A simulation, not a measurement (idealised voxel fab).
The process module that follows is named voxel capacitor over wiring.
Cross-sectional view cut (width: 190 nm; square cell size: 5 nm).
Cross-sections here: square-cell grids, written as top-down lists of bands, a band being one or more rows of cells. Top height, bottom height, nm. Materials left to right, width each, nm. Single material + "everywhere" = fills band edge to edge. "blank" = empty. Heights are reckoned from 0. Under this level, the received wafer is all of one material. The bottommost band is open-ended downward, for example "0..down". With a width like "30..40", each row of cells in the band differs from the next by the same amount, the top row carrying the first number and the bottom row the second. "identical to before", as given for a step, is the statement that not any cell of the cross-section underwent a change during that step. If an empty space has no open way to the top and is at least 8 cells in size, "Closed void catalog" lists it, written width x height at distance, where distance is measured from the left edge and every value is in nm. Whatever follows a step's settings on its line is a remark the simulator itself makes about that step. overlay nm: how far to the right of its planned place the mask lay on this masked step (negative: to the left).
Process steps (planned)
| 1 | op RECEIVE | material Si |
| 2 | op CONFORMAL_DEP | material SiO2 | thk nm 10 |
| 3 | op DIRECTIONAL_DEP | material TiN | thk nm 5 |
| 4 | op DIRECTIONAL_DEP | material W | thk nm 15 |
| 5 | op DIRECTIONAL_DEP | material aC | thk nm 10 |
| 6 | op PATTERN | tone cover | mask id METAL_1 | material resist | width nm 30 | pitch nm 100 | thk nm 25 | overlay nm 0 |
| 7 | op DIRECTIONAL_ETCH | etch materials aC | depth nm 10 |
| 8 | op STRIP | etch materials resist |
| 9 | op DIRECTIONAL_ETCH | etch materials W | depth nm 15 |
| 10 | op DIRECTIONAL_ETCH | etch materials TiN | depth nm 5 |
| 11 | op STRIP | etch materials aC |
| 12 | op FILL_DEP | material SiO2 | thk nm 10 |
| 13 | op CMP | height nm 30 |
| 14 | op CONFORMAL_DEP | material SiCN | thk nm 5 |
| 15 | op DIRECTIONAL_DEP | material SiO2 | thk nm 20 |
| 16 | op PATTERN | tone open | mask id PLUG_1 | material resist | width nm 15 | thk nm 15 | overlay nm 0 |
| 17 | op DIRECTIONAL_ETCH | etch materials SiO2 | depth nm 20 |
| 18 | op DIRECTIONAL_ETCH | etch materials SiCN | depth nm 5 |
| 19 | op STRIP | etch materials resist |
| 20 | op EPI | material Ru | thk nm 10 |
| 21 | op EPI | material Ru | thk nm 10 |
| 22 | op EPI | material Ru | thk nm 5 |
| 23 | op DIRECTIONAL_DEP | material TiN | thk nm 5 |
| 24 | op DIRECTIONAL_DEP | material HfO2 | thk nm 5 |
| 25 | op DIRECTIONAL_DEP | material TiN | thk nm 10 |
| 26 | op DIRECTIONAL_DEP | material aC | thk nm 10 |
| 27 | op PATTERN | tone cover | mask id UPPER_PLATE | material resist | width nm 75 | thk nm 30 | overlay nm 0 |
| 28 | op DIRECTIONAL_ETCH | etch materials aC | depth nm 10 |
| 29 | op STRIP | etch materials resist |
| 30 | op DIRECTIONAL_ETCH | etch materials TiN | depth nm 10 |
| 31 | op DIRECTIONAL_ETCH | etch materials HfO2 | depth nm 5 |
| 32 | op STRIP | etch materials aC |
| 33 | op DIRECTIONAL_DEP | material aC | thk nm 10 |
| 34 | op PATTERN | tone cover | mask id LOWER_PLATE | material resist | width nm 85 | thk nm 25 | overlay nm 0 |
| 35 | op DIRECTIONAL_ETCH | etch materials aC | depth nm 10 |
| 36 | op STRIP | etch materials resist |
| 37 | op DIRECTIONAL_ETCH | etch materials TiN | depth nm 5 |
| 38 | op STRIP | etch materials aC |
| 39 | op FILL_DEP | material SiO2 | thk nm 15 |
| 40 | op CMP | height nm 85 |
| 41 | op DIRECTIONAL_DEP | material aC | thk nm 15 |
| 42 | op PATTERN | tone open | mask id PLUG_2 | material resist | width nm 15 | thk nm 35 | overlay nm 0 |
| 43 | op DIRECTIONAL_ETCH | etch materials aC | depth nm 15 |
| 44 | op STRIP | etch materials resist |
| 45 | op DIRECTIONAL_ETCH | etch materials SiO2 | depth nm 10 |
| 46 | op STRIP | etch materials aC |
| 47 | op CONFORMAL_DEP | material TiN | thk nm 5 |
| 48 | op FILL_DEP | material Ru | thk nm 5 |
| 49 | op CMP | height nm 85 |
| 50 | op CONFORMAL_DEP | material SiN | thk nm 5 |
First out of two wafers; run went to plan
The cross-section here shows the wafer as received, i.e. in its state after step 1
  0..down: Si everywhere
  Closed void catalog: none
Wafer xsec, post step 2
  10..0: SiO2 everywhere
  Below 0, no change.
Wafer xsec, post step 3
  15..10: TiN everywhere
  Below 10, no change.
Wafer xsec, post step 4
  30..15: W everywhere
  Below 15, no change.
Wafer xsec, post step 5
  40..30: aC everywhere
  Below 30, no change.
Wafer xsec, post step 6
  65..40: blank=30 / resist=30 / blank=70 / resist=30 / blank=30
  Below 40, no change.
Wafer xsec, post step 7
  55..40: blank=30 / resist=30 / blank=70 / resist=30 / blank=30
  40..30: blank=30 / aC=30 / blank=70 / aC=30 / blank=30
  Below 30, no change.
Wafer xsec, post step 8
  40..30: blank=30 / aC=30 / blank=70 / aC=30 / blank=30
  Below 30, no change.
Wafer xsec, post step 9
  40..30: blank=30 / aC=30 / blank=70 / aC=30 / blank=30
  30..15: blank=30 / W=30 / blank=70 / W=30 / blank=30
  Below 15, no change.
Wafer xsec, post step 10
  40..30: blank=30 / aC=30 / blank=70 / aC=30 / blank=30
  30..15: blank=30 / W=30 / blank=70 / W=30 / blank=30
  15..10: blank=30 / TiN=30 / blank=70 / TiN=30 / blank=30
  Below 10, no change.
Wafer xsec, post step 11
  30..15: blank=30 / W=30 / blank=70 / W=30 / blank=30
  Below 15, no change.
Wafer xsec, post step 12
  40..30: SiO2 everywhere
  30..15: SiO2=30 / W=30 / SiO2=70 / W=30 / SiO2=30
  15..10: SiO2=30 / TiN=30 / SiO2=70 / TiN=30 / SiO2=30
  Below 10, no change.
Wafer xsec, post step 13
  30..15: SiO2=30 / W=30 / SiO2=70 / W=30 / SiO2=30
  Below 15, no change.
Wafer xsec, post step 14
  35..30: SiCN everywhere
  Below 30, no change.
Wafer xsec, post step 15
  55..35: SiO2 everywhere
  Below 35, no change.
Wafer xsec, post step 16
  70..55: resist=45 / blank=15 / resist=130
  Below 55, no change.
Wafer xsec, post step 17
  70..55: resist=45 / blank=15 / resist=130
  55..35: SiO2=45 / blank=15 / SiO2=130
  Below 35, no change.
Wafer xsec, post step 18
  70..55: resist=45 / blank=15 / resist=130
  55..35: SiO2=45 / blank=15 / SiO2=130
  35..30: SiCN=45 / blank=15 / SiCN=130
  Below 30, no change.
Wafer xsec, post step 19
  55..35: SiO2=45 / blank=15 / SiO2=130
  Below 35, no change.
Wafer xsec, post step 20
  55..40: SiO2=45 / blank=15 / SiO2=130
  40..35: SiO2=45 / Ru=15 / SiO2=130
  35..30: SiCN=45 / Ru=15 / SiCN=130
  Below 30, no change.
Wafer xsec, post step 21
  55..50: SiO2=45 / blank=15 / SiO2=130
  50..35: SiO2=45 / Ru=15 / SiO2=130
  Below 35, no change.
Wafer xsec, post step 22
  55..35: SiO2=45 / Ru=15 / SiO2=130
  Below 35, no change.
Wafer xsec, post step 23
  60..55: TiN everywhere
  Below 55, no change.
Wafer xsec, post step 24
  65..60: HfO2 everywhere
  Below 60, no change.
Wafer xsec, post step 25
  75..65: TiN everywhere
  Below 65, no change.
Wafer xsec, post step 26
  85..75: aC everywhere
  Below 75, no change.
Wafer xsec, post step 27
  115..85: blank=45 / resist=75 / blank=70
  Below 85, no change.
Wafer xsec, post step 28
  105..85: blank=45 / resist=75 / blank=70
  85..75: blank=45 / aC=75 / blank=70
  Below 75, no change.
Wafer xsec, post step 29
  85..75: blank=45 / aC=75 / blank=70
  Below 75, no change.
Wafer xsec, post step 30
  85..75: blank=45 / aC=75 / blank=70
  75..65: blank=45 / TiN=75 / blank=70
  Below 65, no change.
Wafer xsec, post step 31
  85..75: blank=45 / aC=75 / blank=70
  75..65: blank=45 / TiN=75 / blank=70
  65..60: blank=45 / HfO2=75 / blank=70
  Below 60, no change.
Wafer xsec, post step 32
  75..65: blank=45 / TiN=75 / blank=70
  Below 65, no change.
Wafer xsec, post step 33
  85..75: blank=45 / aC=75 / blank=70
  75..70: blank=45 / TiN=75 / blank=70
  70..65: aC=45 / TiN=75 / aC=70
  65..60: aC=45 / HfO2=75 / aC=70
  Below 60, no change.
Wafer xsec, post step 34
  110..85: blank=40 / resist=85 / blank=65
  85..75: blank=40 / resist=5 / aC=75 / resist=5 / blank=65
  75..70: blank=40 / resist=5 / TiN=75 / resist=5 / blank=65
  Below 70, no change.
Wafer xsec, post step 35
  100..85: blank=40 / resist=85 / blank=65
  85..75: blank=40 / resist=5 / aC=75 / resist=5 / blank=65
  75..70: blank=40 / resist=5 / TiN=75 / resist=5 / blank=65
  70..65: blank=40 / aC=5 / TiN=75 / aC=5 / blank=65
  65..60: blank=40 / aC=5 / HfO2=75 / aC=5 / blank=65
  Below 60, no change.
Wafer xsec, post step 36
  85..75: blank=45 / aC=75 / blank=70
  75..70: blank=45 / TiN=75 / blank=70
  Below 70, no change.
Wafer xsec, post step 37
  85..75: blank=45 / aC=75 / blank=70
  75..70: blank=45 / TiN=75 / blank=70
  70..65: blank=40 / aC=5 / TiN=75 / aC=5 / blank=65
  65..60: blank=40 / aC=5 / HfO2=75 / aC=5 / blank=65
  60..55: blank=40 / TiN=85 / blank=65
  Below 55, no change.
Wafer xsec, post step 38
  75..65: blank=45 / TiN=75 / blank=70
  65..60: blank=45 / HfO2=75 / blank=70
  Below 60, no change.
Wafer xsec, post step 39
  90..75: SiO2 everywhere
  75..65: SiO2=45 / TiN=75 / SiO2=70
  65..60: SiO2=45 / HfO2=75 / SiO2=70
  60..55: SiO2=40 / TiN=85 / SiO2=65
  Below 55, no change.
Wafer xsec, post step 40
  85..75: SiO2 everywhere
  Below 75, no change.
Wafer xsec, post step 41
  100..85: aC everywhere
  Below 85, no change.
Wafer xsec, post step 42
  135..100: resist=55 / blank=15 / resist=120
  Below 100, no change.
Wafer xsec, post step 43
  120..100: resist=55 / blank=15 / resist=120
  100..85: aC=55 / blank=15 / aC=120
  Below 85, no change.
Wafer xsec, post step 44
  100..85: aC=55 / blank=15 / aC=120
  Below 85, no change.
Wafer xsec, post step 45
  100..85: aC=55 / blank=15 / aC=120
  85..75: SiO2=55 / blank=15 / SiO2=120
  Below 75, no change.
Wafer xsec, post step 46
  85..75: SiO2=55 / blank=15 / SiO2=120
  Below 75, no change.
Wafer xsec, post step 47
  90..85: TiN=60 / blank=5 / TiN=125
  85..80: SiO2=55 / TiN=5 / blank=5 / TiN=5 / SiO2=120
  80..75: SiO2=55 / TiN=15 / SiO2=120
  Below 75, no change.
Wafer xsec, post step 48
  95..90: Ru everywhere
  90..85: TiN=60 / Ru=5 / TiN=125
  85..80: SiO2=55 / TiN=5 / Ru=5 / TiN=5 / SiO2=120
  Below 80, no change.
Wafer xsec, post step 49
  85..80: SiO2=55 / TiN=5 / Ru=5 / TiN=5 / SiO2=120
  Below 80, no change.
Wafer xsec, post step 50
  90..85: SiN everywhere
  Below 85, no change.
Wafer two of the pair: same origin, same plan, one error during the run; identical to wafer one up to and including step 38
Cross-section of the second wafer corresponding to the planned conclusion of step 39
  90..75: aC everywhere
  75..65: aC=45 / TiN=75 / aC=70
  65..60: aC=45 / HfO2=75 / aC=70
  60..55: aC=40 / TiN=85 / aC=65
  Below 55, no change.
Cross-section of the second wafer corresponding to the planned conclusion of step 40
  85..75: aC everywhere
  Below 75, no change.
Cross-section of the second wafer corresponding to the planned conclusion of step 41
  100..75: aC everywhere
  Below 75, no change.
Cross-section of the second wafer corresponding to the planned conclusion of step 42
  135..100: resist=55 / blank=15 / resist=120
  Below 100, no change.
Cross-section of the second wafer corresponding to the planned conclusion of step 43
  120..100: resist=55 / blank=15 / resist=120
  100..85: aC=55 / blank=15 / aC=120
  Below 85, no change.
Cross-section of the second wafer corresponding to the planned conclusion of step 44
  100..85: aC=55 / blank=15 / aC=120
  Below 85, no change.
Cross-section of the second wafer corresponding to the planned conclusion of step 45: identical to before
Cross-section of the second wafer corresponding to the planned conclusion of step 46
  75..65: blank=45 / TiN=75 / blank=70
  65..60: blank=45 / HfO2=75 / blank=70
  60..55: blank=40 / TiN=85 / blank=65
  Below 55, no change.
Cross-section of the second wafer corresponding to the planned conclusion of step 47
  80..65: blank=40 / TiN=85 / blank=65
  65..60: blank=35 / TiN=10 / HfO2=75 / TiN=10 / blank=60
  60..55: TiN everywhere
  Below 55, no change.
Cross-section of the second wafer corresponding to the planned conclusion of step 48
  85..80: Ru everywhere
  80..65: Ru=40 / TiN=85 / Ru=65
  65..60: Ru=35 / TiN=10 / HfO2=75 / TiN=10 / Ru=60
  Below 60, no change.
Cross-section of the second wafer corresponding to the planned conclusion of step 49: identical to before
Cross-section of the second wafer corresponding to the planned conclusion of step 50
  90..85: SiN everywhere
  Below 85, no change.
Here's what went sideways: step 39 ran with different settings than intended, the actual operation and settings being op FILL_DEP | material aC | thk nm 15
Wafer comparison, final, in cells, second relative to first, materials more or fewer: Ru: 119 more | SiO2: 160 fewer | TiN: 41 more
